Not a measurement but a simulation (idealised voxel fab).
The process module that follows is named voxel capacitor over wiring.
Section shown: cut. Width: 290 nm. Cell size: 5 nm, square.
A cross-section in this document is a grid of square cells, and it is written down as bands, the top band listed before the ones below it; a band is made up of one or more rows of cells. For a band, the entry starts with two heights in nm, that of the top and then that of the bottom, and carries on with the band's materials in order from left to right, each alongside its width in nm; the word "edge to edge" beside a single material means it fills the band edge to edge, and "air" means empty space. Below 0: as-received wafer, all one material; heights counted from there. Lowest band: no bottom, goes on down, written "0 and below". A width given as "30..40" starts at the first number in the band's top row and ends at the second number in its bottom row, shifting by an equal amount at every step from row to row. The designation "changes: none", where it is given for a processing step, indicates that no cell of the cross-section was altered in the course of that step. Voids not open to the top, 8 cells minimum: see "Unvented cavities". Written width x height at distance; distance is from the left edge; nm. The remark found on a step's line after its settings is issued by the simulator itself and pertains to that step. If you see "overlay nm" on a step's line and that step has a mask, it's telling you how far right of where it was planned the mask ended up; a negative number means it went left instead. Quick note on how to read the rest: it's all pairs. You get the cross-section before a process step and the one after, but the after one only goes down as far as the lowest band that changed. The step in between, with its settings, sits under the pair. Heads up, the pairs can come from different runs of this module on the same starting wafer, so don't assume a pair picks up from the one above unless its "Before this step" entry says it does.

## Before this step
	0 and below = Si edge to edge
	Unvented cavities: none

## Resulting Structure
	10 down to 0 = SiO2 edge to edge
	Nothing below the height 0 has changed.
	Unvented cavities: none
The two cross-sections above are separated by a single process step, namely CONFORMAL_DEP | material SiO2 | thk nm 10

Before this step: this step begins from the cross-section that the pair just above shows after its step.

## Resulting Structure
	15 down to 10 = SiN edge to edge
	Nothing below the height 10 has changed.
	Unvented cavities: none
The two cross-sections above are separated by a single process step, namely CONFORMAL_DEP | material SiN | thk nm 5

Before this step: this step begins from the cross-section that the pair just above shows after its step.

## Resulting Structure
	40 down to 15 = SiO2 edge to edge
	Nothing below the height 15 has changed.
	Unvented cavities: none
The two cross-sections above are separated by a single process step, namely DIRECTIONAL_DEP | material SiO2 | thk nm 25

Before this step: this step begins from the cross-section that the pair just above shows after its step.

## Resulting Structure
	55 down to 40 = 95 resist  20 air  55 resist  20 air  100 resist
	Nothing below the height 40 has changed.
	Unvented cavities: none
The two cross-sections above are separated by a single process step, namely PATTERN | tone open | mask id METAL_1 | material resist | width nm 20 | pitch nm 75 | thk nm 15 | overlay nm 0

Before this step: this step begins from the cross-section that the pair just above shows after its step.

## Resulting Structure
	55 down to 40 = 95 resist  20 air  55 resist  20 air  100 resist
	40 down to 15 = 95 SiO2  20 air  55 SiO2  20 air  100 SiO2
	Nothing below the height 15 has changed.
	Unvented cavities: none
The two cross-sections above are separated by a single process step, namely DIRECTIONAL_ETCH | etch materials SiO2 | depth nm 25

Before this step: this step begins from the cross-section that the pair just above shows after its step.

## Resulting Structure
	55 down to 40 = 95 resist  20 air  55 resist  20 air  100 resist
	40 down to 15 = 95 SiO2  20 air  55 SiO2  20 air  100 SiO2
	15 down to 10 = 95 SiN  20 air  55 SiN  20 air  100 SiN
	Nothing below the height 10 has changed.
	Unvented cavities: none
The two cross-sections above are separated by a single process step, namely DIRECTIONAL_ETCH | etch materials SiN | depth nm 5

Before this step: this step begins from the cross-section that the pair just above shows after its step.

## Resulting Structure
	40 down to 15 = 95 SiO2  20 air  55 SiO2  20 air  100 SiO2
	Nothing below the height 15 has changed.
	Unvented cavities: none
The two cross-sections above are separated by a single process step, namely STRIP | etch materials resist

Before this step: this step begins from the cross-section that the pair just above shows after its step.

## Resulting Structure
	45 down to 40 = 100 TiN  10 air  65 TiN  10 air  105 TiN
	40 down to 15 = 95 SiO2  5 TiN  10 air  5 TiN  55 SiO2  5 TiN  10 air  5 TiN  100 SiO2
	15 down to 10 = 95 SiN  20 TiN  55 SiN  20 TiN  100 SiN
	Nothing below the height 10 has changed.
	Unvented cavities: none
The two cross-sections above are separated by a single process step, namely CONFORMAL_DEP | material TiN | thk nm 5

Before this step: this step begins from the cross-section that the pair just above shows after its step.

## Resulting Structure
	50 down to 45 = Cu edge to edge
	45 down to 40 = 100 TiN  10 Cu  65 TiN  10 Cu  105 TiN
	40 down to 15 = 95 SiO2  5 TiN  10 Cu  5 TiN  55 SiO2  5 TiN  10 Cu  5 TiN  100 SiO2
	Nothing below the height 15 has changed.
	Unvented cavities: none
The two cross-sections above are separated by a single process step, namely FILL_DEP | material Cu | thk nm 5

Before this step: this step begins from the cross-section that the pair just above shows after its step.

## Resulting Structure
	40 down to 15 = 95 SiO2  5 TiN  10 Cu  5 TiN  55 SiO2  5 TiN  10 Cu  5 TiN  100 SiO2
	Nothing below the height 15 has changed.
	Unvented cavities: none
The two cross-sections above are separated by a single process step, namely CMP | height nm 40

Before this step: this step begins from the cross-section that the pair just above shows after its step.

## Resulting Structure
	45 down to 40 = SiCN edge to edge
	Nothing below the height 40 has changed.
	Unvented cavities: none
The two cross-sections above are separated by a single process step, namely CONFORMAL_DEP | material SiCN | thk nm 5

Before this step: this step begins from the cross-section that the pair just above shows after its step.

## Resulting Structure
	60 down to 45 = SiO2 edge to edge
	Nothing below the height 45 has changed.
	Unvented cavities: none
The two cross-sections above are separated by a single process step, namely DIRECTIONAL_DEP | material SiO2 | thk nm 15

Before this step: this step begins from the cross-section that the pair just above shows after its step.

## Resulting Structure
	75 down to 60 = aC edge to edge
	Nothing below the height 60 has changed.
	Unvented cavities: none
The two cross-sections above are separated by a single process step, namely DIRECTIONAL_DEP | material aC | thk nm 15

Before this step: this step begins from the cross-section that the pair just above shows after its step.

## Resulting Structure
	110 down to 75 = 100 resist  15 air  175 resist
	Nothing below the height 75 has changed.
	Unvented cavities: none
The two cross-sections above are separated by a single process step, namely PATTERN | tone open | mask id PLUG_1 | material resist | width nm 15 | thk nm 35 | overlay nm 0

Before this step: this step begins from the cross-section that the pair just above shows after its step.

## Resulting Structure
	95 down to 75 = 100 resist  15 air  175 resist
	75 down to 60 = 100 aC  15 air  175 aC
	Nothing below the height 60 has changed.
	Unvented cavities: none
The two cross-sections above are separated by a single process step, namely DIRECTIONAL_ETCH | etch materials aC | depth nm 15

Before this step: this step begins from the cross-section that the pair just above shows after its step.

## Resulting Structure
	75 down to 60 = 100 aC  15 air  175 aC
	Nothing below the height 60 has changed.
	Unvented cavities: none
The two cross-sections above are separated by a single process step, namely STRIP | etch materials resist

Before this step: this step begins from the cross-section that the pair just above shows after its step.

## Resulting Structure
	75 down to 60 = 100 aC  15 air  175 aC
	60 down to 45 = 100 SiO2  15 air  175 SiO2
	Nothing below the height 45 has changed.
	Unvented cavities: none
The two cross-sections above are separated by a single process step, namely DIRECTIONAL_ETCH | etch materials SiO2 | depth nm 15

Before this step: this step begins from the cross-section that the pair just above shows after its step.

## Resulting Structure
	75 down to 60 = 100 aC  15 air  175 aC
	60 down to 45 = 100 SiO2  15 air  175 SiO2
	45 down to 40 = 100 SiCN  15 air  175 SiCN
	Nothing below the height 40 has changed.
	Unvented cavities: none
The two cross-sections above are separated by a single process step, namely DIRECTIONAL_ETCH | etch materials SiCN | depth nm 5

Before this step: this step begins from the cross-section that the pair just above shows after its step.

## Resulting Structure
	60 down to 45 = 100 SiO2  15 air  175 SiO2
	Nothing below the height 45 has changed.
	Unvented cavities: none
The two cross-sections above are separated by a single process step, namely STRIP | etch materials aC

Before this step: this step begins from the cross-section that the pair just above shows after its step.

## Resulting Structure
	60 down to 50 = 100 SiO2  15 air  175 SiO2
	50 down to 45 = 100 SiO2  15 Ru  175 SiO2
	45 down to 40 = 100 SiCN  15 Ru  175 SiCN
	Nothing below the height 40 has changed.
	Unvented cavities: none
The two cross-sections above are separated by a single process step, namely EPI | material Ru | thk nm 10

Before this step: this step begins from the cross-section that the pair just above shows after its step.

## Resulting Structure
	60 down to 45 = 100 SiO2  15 Ru  175 SiO2
	Nothing below the height 45 has changed.
	Unvented cavities: none
The two cross-sections above are separated by a single process step, namely EPI | material Ru | thk nm 10

Before this step: this step begins from the cross-section that the pair just above shows after its step.

## Resulting Structure
	65 down to 60 = TiN edge to edge
	Nothing below the height 60 has changed.
	Unvented cavities: none
The two cross-sections above are separated by a single process step, namely DIRECTIONAL_DEP | material TiN | thk nm 5

Before this step: this step begins from the cross-section that the pair just above shows after its step.

## Resulting Structure
	70 down to 65 = Al2O3 edge to edge
	Nothing below the height 65 has changed.
	Unvented cavities: none
The two cross-sections above are separated by a single process step, namely DIRECTIONAL_DEP | material Al2O3 | thk nm 5

Before this step: this step begins from the cross-section that the pair just above shows after its step.

## Resulting Structure
	75 down to 70 = TiN edge to edge
	Nothing below the height 70 has changed.
	Unvented cavities: none
The two cross-sections above are separated by a single process step, namely DIRECTIONAL_DEP | material TiN | thk nm 5

Before this step: this step begins from the cross-section that the pair just above shows after its step.

## Resulting Structure
	75 down to 70 = 100 air  60 TiN  130 air
	Nothing below the height 70 has changed.
	Unvented cavities: none
The two cross-sections above are separated by a single process step, namely MASKED_ETCH | tone cover | mask id UPPER_PLATE | width nm 60 | etch materials TiN | depth nm 5 | overlay nm 0

Before this step: this step begins from the cross-section that the pair just above shows after its step.

## Resulting Structure
	75 down to 70 = 100 air  60 TiN  130 air
	70 down to 65 = 100 air  60 Al2O3  130 air
	Nothing below the height 65 has changed.
	Unvented cavities: none
The two cross-sections above are separated by a single process step, namely MASKED_ETCH | tone cover | mask id UPPER_PLATE | width nm 60 | etch materials Al2O3 | depth nm 5 | overlay nm 0

Before this step: this step begins from the cross-section that the pair just above shows after its step.

## Resulting Structure
	75 down to 70 = 100 air  60 TiN  130 air
	70 down to 65 = 100 air  60 Al2O3  130 air
	65 down to 60 = 95 air  70 TiN  125 air
	Nothing below the height 60 has changed.
	Unvented cavities: none
The two cross-sections above are separated by a single process step, namely MASKED_ETCH | tone cover | mask id LOWER_PLATE | width nm 70 | etch materials TiN | depth nm 5 | overlay nm 0

Before this step: this step begins from the cross-section that the pair just above shows after its step.

## Resulting Structure
	90 down to 75 = SiO2 edge to edge
	75 down to 70 = 100 SiO2  60 TiN  130 SiO2
	70 down to 65 = 100 SiO2  60 Al2O3  130 SiO2
	65 down to 60 = 95 SiO2  70 TiN  125 SiO2
	Nothing below the height 60 has changed.
	Unvented cavities: none
The two cross-sections above are separated by a single process step, namely FILL_DEP | material SiO2 | thk nm 15

Before this step: this step begins from the cross-section that the pair just above shows after its step.

## Resulting Structure
	85 down to 75 = SiO2 edge to edge
	Nothing below the height 75 has changed.
	Unvented cavities: none
The two cross-sections above are separated by a single process step, namely CMP | height nm 85

Before this step: this step begins from the cross-section that the pair just above shows after its step.

## Resulting Structure
	105 down to 85 = 110 resist  15 air  165 resist
	Nothing below the height 85 has changed.
	Unvented cavities: none
The two cross-sections above are separated by a single process step, namely PATTERN | tone open | mask id PLUG_2 | material resist | width nm 15 | thk nm 20 | overlay nm 0

Before this step: this step begins from the cross-section that the pair just above shows after its step.

## Resulting Structure
	105 down to 85 = 110 resist  15 air  165 resist
	85 down to 75 = 110 SiO2  15 air  165 SiO2
	Nothing below the height 75 has changed.
	Unvented cavities: none
The two cross-sections above are separated by a single process step, namely DIRECTIONAL_ETCH | etch materials SiO2 | depth nm 10

Before this step: this step begins from the cross-section that the pair just above shows after its step.

## Resulting Structure
	85 down to 75 = 110 SiO2  15 air  165 SiO2
	Nothing below the height 75 has changed.
	Unvented cavities: none
The two cross-sections above are separated by a single process step, namely STRIP | etch materials resist

Before this step: this step begins from the cross-section that the pair just above shows after its step.

## Resulting Structure
	90 down to 85 = 115 TiN  5 air  170 TiN
	85 down to 80 = 110 SiO2  5 TiN  5 air  5 TiN  165 SiO2
	80 down to 70 = 110..100 SiO2  15..60 TiN  165..130 SiO2
	Nothing below the height 70 has changed.
	Unvented cavities: none
The two cross-sections above are separated by a single process step, namely CONFORMAL_DEP | material TiN | thk nm 5

Before this step: this step begins from the cross-section that the pair just above shows after its step.

## Resulting Structure
	95 down to 90 = Ru edge to edge
	90 down to 85 = 115 TiN  5 Ru  170 TiN
	85 down to 80 = 110 SiO2  5 TiN  5 Ru  5 TiN  165 SiO2
	Nothing below the height 80 has changed.
	Unvented cavities: none
The two cross-sections above are separated by a single process step, namely FILL_DEP | material Ru | thk nm 5

Before this step: this step begins from the cross-section that the pair just above shows after its step.

## Resulting Structure
	85 down to 80 = 110 SiO2  5 TiN  5 Ru  5 TiN  165 SiO2
	Nothing below the height 80 has changed.
	Unvented cavities: none
The two cross-sections above are separated by a single process step, namely CMP | height nm 85

Before this step: this step begins from the cross-section that the pair just above shows after its step.

## Resulting Structure
	90 down to 85 = SiCN edge to edge
	Nothing below the height 85 has changed.
	Unvented cavities: none
The two cross-sections above are separated by a single process step, namely CONFORMAL_DEP | material SiCN | thk nm 5

## Before this step
	0 and below = Si edge to edge
	Unvented cavities: none

## Resulting Structure
	5 down to 0 = SiN edge to edge
	Nothing below the height 0 has changed.
	Unvented cavities: none
The two cross-sections above are separated by a single process step, namely CONFORMAL_DEP | material SiN | thk nm 5

Before this step: this step begins from the cross-section that the pair just above shows after its step.

## Resulting Structure
	30 down to 5 = SiO2 edge to edge
	Nothing below the height 5 has changed.
	Unvented cavities: none
The two cross-sections above are separated by a single process step, namely DIRECTIONAL_DEP | material SiO2 | thk nm 25

Before this step: this step begins from the cross-section that the pair just above shows after its step.

## Resulting Structure
	45 down to 30 = 95 resist  20 air  55 resist  20 air  100 resist
	Nothing below the height 30 has changed.
	Unvented cavities: none
The two cross-sections above are separated by a single process step, namely PATTERN | tone open | mask id METAL_1 | material resist | width nm 20 | pitch nm 75 | thk nm 15 | overlay nm 0

Before this step: this step begins from the cross-section that the pair just above shows after its step.

## Resulting Structure
	45 down to 30 = 95 resist  20 air  55 resist  20 air  100 resist
	30 down to 5 = 95 SiO2  20 air  55 SiO2  20 air  100 SiO2
	Nothing below the height 5 has changed.
	Unvented cavities: none
The two cross-sections above are separated by a single process step, namely DIRECTIONAL_ETCH | etch materials SiO2 | depth nm 25

Before this step: this step begins from the cross-section that the pair just above shows after its step.

## Resulting Structure
	45 down to 30 = 95 resist  20 air  55 resist  20 air  100 resist
	30 down to 5 = 95 SiO2  20 air  55 SiO2  20 air  100 SiO2
	5 down to 0 = 95 SiN  20 air  55 SiN  20 air  100 SiN
	Nothing below the height 0 has changed.
	Unvented cavities: none
The two cross-sections above are separated by a single process step, namely DIRECTIONAL_ETCH | etch materials SiN | depth nm 5

Before this step: this step begins from the cross-section that the pair just above shows after its step.

## Resulting Structure
	30 down to 5 = 95 SiO2  20 air  55 SiO2  20 air  100 SiO2
	Nothing below the height 5 has changed.
	Unvented cavities: none
The two cross-sections above are separated by a single process step, namely STRIP | etch materials resist

Before this step: this step begins from the cross-section that the pair just above shows after its step.

## Resulting Structure
	35 down to 30 = 100 TiN  10 air  65 TiN  10 air  105 TiN
	30 down to 5 = 95 SiO2  5 TiN  10 air  5 TiN  55 SiO2  5 TiN  10 air  5 TiN  100 SiO2
	5 down to 0 = 95 SiN  20 TiN  55 SiN  20 TiN  100 SiN
	Nothing below the height 0 has changed.
	Unvented cavities: none
The two cross-sections above are separated by a single process step, namely CONFORMAL_DEP | material TiN | thk nm 5

Before this step: this step begins from the cross-section that the pair just above shows after its step.

## Resulting Structure
	40 down to 35 = Cu edge to edge
	35 down to 30 = 100 TiN  10 Cu  65 TiN  10 Cu  105 TiN
	30 down to 5 = 95 SiO2  5 TiN  10 Cu  5 TiN  55 SiO2  5 TiN  10 Cu  5 TiN  100 SiO2
	Nothing below the height 5 has changed.
	Unvented cavities: none
The two cross-sections above are separated by a single process step, namely FILL_DEP | material Cu | thk nm 5

Before this step: this step begins from the cross-section that the pair just above shows after its step.

## Resulting Structure
	45 down to 40 = SiCN edge to edge
	Nothing below the height 40 has changed.
	Unvented cavities: none
The two cross-sections above are separated by a single process step, namely CONFORMAL_DEP | material SiCN | thk nm 5

Before this step: this step begins from the cross-section that the pair just above shows after its step.

## Resulting Structure
	60 down to 45 = SiO2 edge to edge
	Nothing below the height 45 has changed.
	Unvented cavities: none
The two cross-sections above are separated by a single process step, namely DIRECTIONAL_DEP | material SiO2 | thk nm 15

Before this step: this step begins from the cross-section that the pair just above shows after its step.

## Resulting Structure
	75 down to 60 = aC edge to edge
	Nothing below the height 60 has changed.
	Unvented cavities: none
The two cross-sections above are separated by a single process step, namely DIRECTIONAL_DEP | material aC | thk nm 15

Before this step: this step begins from the cross-section that the pair just above shows after its step.

## Resulting Structure
	110 down to 75 = 100 resist  15 air  175 resist
	Nothing below the height 75 has changed.
	Unvented cavities: none
The two cross-sections above are separated by a single process step, namely PATTERN | tone open | mask id PLUG_1 | material resist | width nm 15 | thk nm 35 | overlay nm 0

Before this step: this step begins from the cross-section that the pair just above shows after its step.

## Resulting Structure
	95 down to 75 = 100 resist  15 air  175 resist
	75 down to 60 = 100 aC  15 air  175 aC
	Nothing below the height 60 has changed.
	Unvented cavities: none
The two cross-sections above are separated by a single process step, namely DIRECTIONAL_ETCH | etch materials aC | depth nm 15

Before this step: this step begins from the cross-section that the pair just above shows after its step.

## Resulting Structure
	75 down to 60 = 100 aC  15 air  175 aC
	Nothing below the height 60 has changed.
	Unvented cavities: none
The two cross-sections above are separated by a single process step, namely STRIP | etch materials resist

Before this step: this step begins from the cross-section that the pair just above shows after its step.

## Resulting Structure
	75 down to 60 = 100 aC  15 air  175 aC
	60 down to 45 = 100 SiO2  15 air  175 SiO2
	Nothing below the height 45 has changed.
	Unvented cavities: none
The two cross-sections above are separated by a single process step, namely DIRECTIONAL_ETCH | etch materials SiO2 | depth nm 15

Before this step: this step begins from the cross-section that the pair just above shows after its step.

## Resulting Structure
	75 down to 60 = 100 aC  15 air  175 aC
	60 down to 45 = 100 SiO2  15 air  175 SiO2
	45 down to 40 = 100 SiCN  15 air  175 SiCN
	Nothing below the height 40 has changed.
	Unvented cavities: none
The two cross-sections above are separated by a single process step, namely DIRECTIONAL_ETCH | etch materials SiCN | depth nm 5

Before this step: this step begins from the cross-section that the pair just above shows after its step.

## Resulting Structure
	60 down to 45 = 100 SiO2  15 air  175 SiO2
	Nothing below the height 45 has changed.
	Unvented cavities: none
The two cross-sections above are separated by a single process step, namely STRIP | etch materials aC

Before this step: this step begins from the cross-section that the pair just above shows after its step.

## Resulting Structure
	60 down to 50 = 100 SiO2  15 air  175 SiO2
	50 down to 45 = 100 SiO2  15 Ru  175 SiO2
	45 down to 40 = 100 SiCN  15 Ru  175 SiCN
	Nothing below the height 40 has changed.
	Unvented cavities: none
The two cross-sections above are separated by a single process step, namely EPI | material Ru | thk nm 10

Before this step: this step begins from the cross-section that the pair just above shows after its step.

## Resulting Structure
	60 down to 45 = 100 SiO2  15 Ru  175 SiO2
	Nothing below the height 45 has changed.
	Unvented cavities: none
The two cross-sections above are separated by a single process step, namely EPI | material Ru | thk nm 10

Before this step: this step begins from the cross-section that the pair just above shows after its step.

## Resulting Structure
	65 down to 60 = TiN edge to edge
	Nothing below the height 60 has changed.
	Unvented cavities: none
The two cross-sections above are separated by a single process step, namely DIRECTIONAL_DEP | material TiN | thk nm 5

Before this step: this step begins from the cross-section that the pair just above shows after its step.

## Resulting Structure
	70 down to 65 = Al2O3 edge to edge
	Nothing below the height 65 has changed.
	Unvented cavities: none
The two cross-sections above are separated by a single process step, namely DIRECTIONAL_DEP | material Al2O3 | thk nm 5

Before this step: this step begins from the cross-section that the pair just above shows after its step.

## Resulting Structure
	75 down to 70 = TiN edge to edge
	Nothing below the height 70 has changed.
	Unvented cavities: none
The two cross-sections above are separated by a single process step, namely DIRECTIONAL_DEP | material TiN | thk nm 5

Before this step: this step begins from the cross-section that the pair just above shows after its step.

## Resulting Structure
	75 down to 70 = 100 air  60 TiN  130 air
	Nothing below the height 70 has changed.
	Unvented cavities: none
The two cross-sections above are separated by a single process step, namely MASKED_ETCH | tone cover | mask id UPPER_PLATE | width nm 60 | etch materials TiN | depth nm 5 | overlay nm 0

Before this step: this step begins from the cross-section that the pair just above shows after its step.

## Resulting Structure
	75 down to 70 = 100 air  60 TiN  130 air
	70 down to 65 = 100 air  60 Al2O3  130 air
	Nothing below the height 65 has changed.
	Unvented cavities: none
The two cross-sections above are separated by a single process step, namely MASKED_ETCH | tone cover | mask id UPPER_PLATE | width nm 60 | etch materials Al2O3 | depth nm 5 | overlay nm 0

Before this step: this step begins from the cross-section that the pair just above shows after its step.

## Resulting Structure
	75 down to 70 = 100 air  60 TiN  130 air
	70 down to 65 = 100 air  60 Al2O3  130 air
	65 down to 60 = 95 air  70 TiN  125 air
	Nothing below the height 60 has changed.
	Unvented cavities: none
The two cross-sections above are separated by a single process step, namely MASKED_ETCH | tone cover | mask id LOWER_PLATE | width nm 70 | etch materials TiN | depth nm 5 | overlay nm 0

Before this step: this step begins from the cross-section that the pair just above shows after its step.

## Resulting Structure
	90 down to 75 = SiO2 edge to edge
	75 down to 70 = 100 SiO2  60 TiN  130 SiO2
	70 down to 65 = 100 SiO2  60 Al2O3  130 SiO2
	65 down to 60 = 95 SiO2  70 TiN  125 SiO2
	Nothing below the height 60 has changed.
	Unvented cavities: none
The two cross-sections above are separated by a single process step, namely FILL_DEP | material SiO2 | thk nm 15

Before this step: this step begins from the cross-section that the pair just above shows after its step.

## Resulting Structure
	85 down to 75 = SiO2 edge to edge
	Nothing below the height 75 has changed.
	Unvented cavities: none
The two cross-sections above are separated by a single process step, namely CMP | height nm 85

Before this step: this step begins from the cross-section that the pair just above shows after its step.

## Resulting Structure
	105 down to 85 = 110 resist  15 air  165 resist
	Nothing below the height 85 has changed.
	Unvented cavities: none
The two cross-sections above are separated by a single process step, namely PATTERN | tone open | mask id PLUG_2 | material resist | width nm 15 | thk nm 20 | overlay nm 0

Before this step: this step begins from the cross-section that the pair just above shows after its step.

## Resulting Structure
	105 down to 85 = 110 resist  15 air  165 resist
	85 down to 75 = 110 SiO2  15 air  165 SiO2
	Nothing below the height 75 has changed.
	Unvented cavities: none
The two cross-sections above are separated by a single process step, namely DIRECTIONAL_ETCH | etch materials SiO2 | depth nm 10

Before this step: this step begins from the cross-section that the pair just above shows after its step.

## Resulting Structure
	85 down to 75 = 110 SiO2  15 air  165 SiO2
	Nothing below the height 75 has changed.
	Unvented cavities: none
The two cross-sections above are separated by a single process step, namely STRIP | etch materials resist

Before this step: this step begins from the cross-section that the pair just above shows after its step.

## Resulting Structure
	90 down to 85 = 115 TiN  5 air  170 TiN
	85 down to 80 = 110 SiO2  5 TiN  5 air  5 TiN  165 SiO2
	80 down to 70 = 110..100 SiO2  15..60 TiN  165..130 SiO2
	Nothing below the height 70 has changed.
	Unvented cavities: none
The two cross-sections above are separated by a single process step, namely CONFORMAL_DEP | material TiN | thk nm 5

Before this step: this step begins from the cross-section that the pair just above shows after its step.

## Resulting Structure
	95 down to 90 = Ru edge to edge
	90 down to 85 = 115 TiN  5 Ru  170 TiN
	85 down to 80 = 110 SiO2  5 TiN  5 Ru  5 TiN  165 SiO2
	Nothing below the height 80 has changed.
	Unvented cavities: none
The two cross-sections above are separated by a single process step, namely FILL_DEP | material Ru | thk nm 5

Before this step: this step begins from the cross-section that the pair just above shows after its step.

## Resulting Structure
	85 down to 80 = 110 SiO2  5 TiN  5 Ru  5 TiN  165 SiO2
	Nothing below the height 80 has changed.
	Unvented cavities: none
The two cross-sections above are separated by a single process step, namely CMP | height nm 85

Before this step: this step begins from the cross-section that the pair just above shows after its step.

## Resulting Structure
	90 down to 85 = SiCN edge to edge
	Nothing below the height 85 has changed.
	Unvented cavities: none
The two cross-sections above are separated by a single process step, namely CONFORMAL_DEP | material SiCN | thk nm 5

## Before this step
	60 down to 45 = 100 SiO2  15 Ru  175 SiO2
	45 down to 40 = 100 SiCN  15 Ru  175 SiCN
	40 down to 15 = 95 SiO2  5 TiN  10 Cu  5 TiN  55 SiO2  5 TiN  10 Cu  5 TiN  100 SiO2
	15 down to 10 = 95 SiN  20 TiN  55 SiN  20 TiN  100 SiN
	10 down to 0 = SiO2 edge to edge
	0 and below = Si edge to edge
	Unvented cavities: none

## Resulting Structure
	70 down to 60 = 90 air  35 Ru  165 air
	Nothing below the height 60 has changed.
	Unvented cavities: none
The two cross-sections above are separated by a single process step, namely EPI | material Ru | thk nm 10

Before this step: this step begins from the cross-section that the pair just above shows after its step.

## Resulting Structure
	75 down to 70 = 90 air  35 TiN  165 air
	70 down to 65 = 90 air  35 Ru  165 air
	65 down to 60 = 90 TiN  35 Ru  165 TiN
	Nothing below the height 60 has changed.
	Unvented cavities: none
The two cross-sections above are separated by a single process step, namely DIRECTIONAL_DEP | material TiN | thk nm 5

Before this step: this step begins from the cross-section that the pair just above shows after its step.

## Resulting Structure
	80 down to 75 = 90 air  35 Al2O3  165 air
	75 down to 70 = 90 air  35 TiN  165 air
	70 down to 65 = 90 Al2O3  35 Ru  165 Al2O3
	Nothing below the height 65 has changed.
	Unvented cavities: none
The two cross-sections above are separated by a single process step, namely DIRECTIONAL_DEP | material Al2O3 | thk nm 5

Before this step: this step begins from the cross-section that the pair just above shows after its step.

## Resulting Structure
	85 down to 80 = 90 air  35 TiN  165 air
	80 down to 75 = 90 air  35 Al2O3  165 air
	75 down to 70 = TiN edge to edge
	Nothing below the height 70 has changed.
	Unvented cavities: none
The two cross-sections above are separated by a single process step, namely DIRECTIONAL_DEP | material TiN | thk nm 5

Before this step: this step begins from the cross-section that the pair just above shows after its step.

## Resulting Structure
	85 down to 80 = 100 air  25 TiN  165 air
	80 down to 75 = 90 air  35 Al2O3  165 air
	75 down to 70 = 90 air  70 TiN  130 air
	Nothing below the height 70 has changed.
	Unvented cavities: none
The two cross-sections above are separated by a single process step, namely MASKED_ETCH | tone cover | mask id UPPER_PLATE | width nm 60 | etch materials TiN | depth nm 5 | overlay nm 0

Before this step: this step begins from the cross-section that the pair just above shows after its step.

## Resulting Structure
	85 down to 80 = 100 air  25 TiN  165 air
	80 down to 75 = 100 air  25 Al2O3  165 air
	75 down to 70 = 90 air  70 TiN  130 air
	70 down to 65 = 90 air  35 Ru  35 Al2O3  130 air
	Nothing below the height 65 has changed.
	Unvented cavities: none
The two cross-sections above are separated by a single process step, namely MASKED_ETCH | tone cover | mask id UPPER_PLATE | width nm 60 | etch materials Al2O3 | depth nm 5 | overlay nm 0

Before this step: this step begins from the cross-section that the pair just above shows after its step.

## Resulting Structure
	85 down to 80 = 100 air  25 TiN  165 air
	80 down to 75 = 100 air  25 Al2O3  165 air
	75 down to 70 = 95 air  65 TiN  130 air
	70 down to 65 = 90 air  35 Ru  35 Al2O3  130 air
	65 down to 60 = 90 air  35 Ru  40 TiN  125 air
	Nothing below the height 60 has changed.
	Unvented cavities: none
The two cross-sections above are separated by a single process step, namely MASKED_ETCH | tone cover | mask id LOWER_PLATE | width nm 70 | etch materials TiN | depth nm 5 | overlay nm 0

Before this step: this step begins from the cross-section that the pair just above shows after its step.

## Resulting Structure
	100 down to 85 = SiO2 edge to edge
	85 down to 80 = 100 SiO2  25 TiN  165 SiO2
	80 down to 75 = 100 SiO2  25 Al2O3  165 SiO2
	75 down to 70 = 95 SiO2  65 TiN  130 SiO2
	70 down to 65 = 90 SiO2  35 Ru  35 Al2O3  130 SiO2
	65 down to 60 = 90 SiO2  35 Ru  40 TiN  125 SiO2
	Nothing below the height 60 has changed.
	Unvented cavities: none
The two cross-sections above are separated by a single process step, namely FILL_DEP | material SiO2 | thk nm 15

Before this step: this step begins from the cross-section that the pair just above shows after its step.

## Resulting Structure
	85 down to 80 = 100 SiO2  25 TiN  165 SiO2
	Nothing below the height 80 has changed.
	Unvented cavities: none
The two cross-sections above are separated by a single process step, namely CMP | height nm 85

Before this step: this step begins from the cross-section that the pair just above shows after its step.

## Resulting Structure
	105 down to 85 = 110 resist  15 air  165 resist
	Nothing below the height 85 has changed.
	Unvented cavities: none
The two cross-sections above are separated by a single process step, namely PATTERN | tone open | mask id PLUG_2 | material resist | width nm 15 | thk nm 20 | overlay nm 0

Before this step: this step begins from the cross-section that the pair just above shows after its step.

## Resulting Structure
	85 down to 80 = 100 SiO2  25 TiN  165 SiO2
	Nothing below the height 80 has changed.
	Unvented cavities: none
The two cross-sections above are separated by a single process step, namely STRIP | etch materials resist

Before this step: this step begins from the cross-section that the pair just above shows after its step.

## Resulting Structure
	90 down to 85 = TiN edge to edge
	Nothing below the height 85 has changed.
	Unvented cavities: none
The two cross-sections above are separated by a single process step, namely CONFORMAL_DEP | material TiN | thk nm 5

Before this step: this step begins from the cross-section that the pair just above shows after its step.

## Resulting Structure
	95 down to 90 = Ru edge to edge
	Nothing below the height 90 has changed.
	Unvented cavities: none
The two cross-sections above are separated by a single process step, namely FILL_DEP | material Ru | thk nm 5

Before this step: this step begins from the cross-section that the pair just above shows after its step.

## Resulting Structure
	85 down to 80 = 100 SiO2  25 TiN  165 SiO2
	Nothing below the height 80 has changed.
	Unvented cavities: none
The two cross-sections above are separated by a single process step, namely CMP | height nm 85

Before this step: this step begins from the cross-section that the pair just above shows after its step.

## Resulting Structure
	90 down to 85 = SiCN edge to edge
	Nothing below the height 85 has changed.
	Unvented cavities: none
The two cross-sections above are separated by a single process step, namely CONFORMAL_DEP | material SiCN | thk nm 5

## Before this step
	5 down to 0 = SiN edge to edge
	0 and below = Si edge to edge
	Unvented cavities: none

## Resulting Structure
	15 down to 5 = SiO2 edge to edge
	Nothing below the height 5 has changed.
	Unvented cavities: none
The two cross-sections above are separated by a single process step, namely CONFORMAL_DEP | material SiO2 | thk nm 10

Before this step: this step begins from the cross-section that the pair just above shows after its step.

## Resulting Structure
	40 down to 5 = SiO2 edge to edge
	Nothing below the height 5 has changed.
	Unvented cavities: none
The two cross-sections above are separated by a single process step, namely DIRECTIONAL_DEP | material SiO2 | thk nm 25

Before this step: this step begins from the cross-section that the pair just above shows after its step.

## Resulting Structure
	55 down to 40 = 95 resist  20 air  55 resist  20 air  100 resist
	Nothing below the height 40 has changed.
	Unvented cavities: none
The two cross-sections above are separated by a single process step, namely PATTERN | tone open | mask id METAL_1 | material resist | width nm 20 | pitch nm 75 | thk nm 15 | overlay nm 0
